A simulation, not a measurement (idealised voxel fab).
This is a process module. Its name is voxel gate over fins.
The figure presents cross-section cut, which has a width of 300 nm and is divided into square cells with an edge length of 5 nm.
When this document writes out a cross-section, it uses a grid of square cells and lists it as bands, beginning at the top and moving down, with a band standing for one or more rows of cells. Band: top and bottom heights (nm) first, top before bottom; then materials from left to right, widths in nm. "everywhere" marks a sole material filling the band edge to edge. "air" denotes empty space. Basically, 0 is our baseline, since under it the wafer straight out of the box is all one material. The bottom band has no lower end and keeps on going down, so it looks like "from 0 down". A width given as "30 to 40" starts at the first number in the band's top row and ends at the second number in its bottom row, shifting by an equal amount at every step from row to row. "remained unchanged" -> step changed no cross-section cell. So "Closed internal cavities" is basically the list of trapped voids: any empty space of 8 cells or more that can't reach the top through an opening. They're written width x height at distance, the distance being from the left edge, and it's all nm. It should be noted that, on the line of a given step, the content following the step's settings is a remark produced by the simulator itself with respect to that step. Regarding "overlay nm": on a step with a mask, it is the distance the mask lay to the right of its planned place; a negative value places it to the left.
# List of planned process steps
1 RECEIVE: material Si
2 CONFORMAL_DEP: material SiN, thk nm 5
3 DIRECTIONAL_DEP: material aC, thk nm 10
4 PATTERN: tone cover, mask id FINS, material resist, width nm 15, pitch nm 50, thk nm 25, overlay nm 0
5 DIRECTIONAL_ETCH: etch materials aC, depth nm 10
6 STRIP: etch materials resist
7 DIRECTIONAL_ETCH: etch materials SiN, depth nm 5
8 DIRECTIONAL_ETCH: etch materials Si, depth nm 40
9 STRIP: etch materials aC
10 OXIDIZE: depth nm 5
11 FILL_DEP: material SiO2, thk nm 15
12 CMP: height nm 5
13 PATTERN: tone open, mask id RAIL, material resist, width nm 15, thk nm 20, overlay nm 0
14 DIRECTIONAL_ETCH: etch materials SiO2, depth nm 40
15 STRIP: etch materials resist
16 CONFORMAL_DEP: material TiN, thk nm 5
17 FILL_DEP: material W, thk nm 5
18 CMP: height nm 5
19 SELECTIVE_ETCH: etch materials W Ru TiN, depth nm 30
20 FILL_DEP: material SiO2, thk nm 5
21 CMP: height nm 5
22 SELECTIVE_ETCH: etch materials SiO2, depth nm 20
23 STRIP: etch materials SiN
24 CONFORMAL_DEP: material HfO2, thk nm 5
25 CONFORMAL_DEP: material TiN, thk nm 5
26 CONFORMAL_DEP: material TiAl, thk nm 5
27 CONFORMAL_DEP: material TiN, thk nm 5
28 FILL_DEP: material W, thk nm 10
29 CMP: height nm 25
30 CONFORMAL_DEP: material SiCN, thk nm 5
# Shown in cross-section is the wafer as received, that is, as it stands after step 1
    from 0 down  Si everywhere
    Closed internal cavities: none
# Cross-sectional result after module completion. Note: starting condition and plan are unchanged from above; one processing mistake was made
    from 30 to 25  SiCN everywhere
    from 25 to 20  W everywhere
    from 20 to 15  W 75 nm | TiN 45 nm | W 5 nm | TiN 45 nm | W 5 nm | TiN 45 nm | W 80 nm
    from 15 to 10  W 75 nm | TiN 5 nm | TiAl 35 nm | TiN 5 nm | W 5 nm | TiN 5 nm | TiAl 35 nm | TiN 5 nm | W 5 nm | TiN 5 nm | TiAl 35 nm | TiN 5 nm | W 80 nm
    from 10 to 5  W 75 nm | TiN 5 nm | TiAl 5 nm | TiN 25 nm | TiAl 5 nm | TiN 5 nm | W 5 nm | TiN 5 nm | TiAl 5 nm | TiN 25 nm | TiAl 5 nm | TiN 5 nm | W 5 nm | TiN 5 nm | TiAl 5 nm | TiN 25 nm | TiAl 5 nm | TiN 5 nm | W 80 nm
    from 5 to 0  TiN 80 nm | TiAl 5 nm | TiN 5 nm | HfO2 15 nm | TiN 5 nm | TiAl 5 nm | TiN 15 nm | TiAl 5 nm | TiN 5 nm | HfO2 15 nm | TiN 5 nm | TiAl 5 nm | TiN 15 nm | TiAl 5 nm | TiN 5 nm | HfO2 15 nm | TiN 5 nm | TiAl 5 nm | TiN 85 nm
    from 0 to -5  TiAl 85 nm | TiN 5 nm | HfO2 5 nm | Si 5 nm | HfO2 5 nm | TiN 5 nm | TiAl 25 nm | TiN 5 nm | HfO2 5 nm | Si 5 nm | HfO2 5 nm | TiN 5 nm | TiAl 25 nm | TiN 5 nm | HfO2 5 nm | Si 5 nm | HfO2 5 nm | TiN 5 nm | TiAl 90 nm
    from -5 to -10  TiN 90 nm | HfO2 5 nm | Si 5 nm | HfO2 5 nm | TiN 35 nm | HfO2 5 nm | Si 5 nm | HfO2 5 nm | TiN 35 nm | HfO2 5 nm | Si 5 nm | HfO2 5 nm | TiN 95 nm
    from -10 to -15  HfO2 95 nm | Si 5 nm | HfO2 45 nm | Si 5 nm | HfO2 45 nm | Si 5 nm | HfO2 100 nm
    from -15 to -25  SiO2 95 nm | Si 5 nm | SiO2 45 nm | Si 5 nm | SiO2 45 nm | Si 5 nm | SiO2 100 nm
    from -25 to -30  SiO2 95 nm | Si 5 nm | SiO2 15 nm | TiN 5 nm | W 5 nm | TiN 5 nm | SiO2 15 nm | Si 5 nm | SiO2 45 nm | Si 5 nm | SiO2 100 nm
    from -30 to -35  SiO2 95 nm | Si 5 nm | SiO2 15 nm | TiN 15 nm | SiO2 15 nm | Si 5 nm | SiO2 45 nm | Si 5 nm | SiO2 100 nm
    from -35 to -85  SiO2 95 nm | Si 5 nm | SiO2 45 nm | Si 5 nm | SiO2 45 nm | Si 5 nm | SiO2 100 nm
    from -85 down  Si everywhere
    Closed internal cavities: none
So what did we get wrong on this run? step 8 in the plan was executed twice
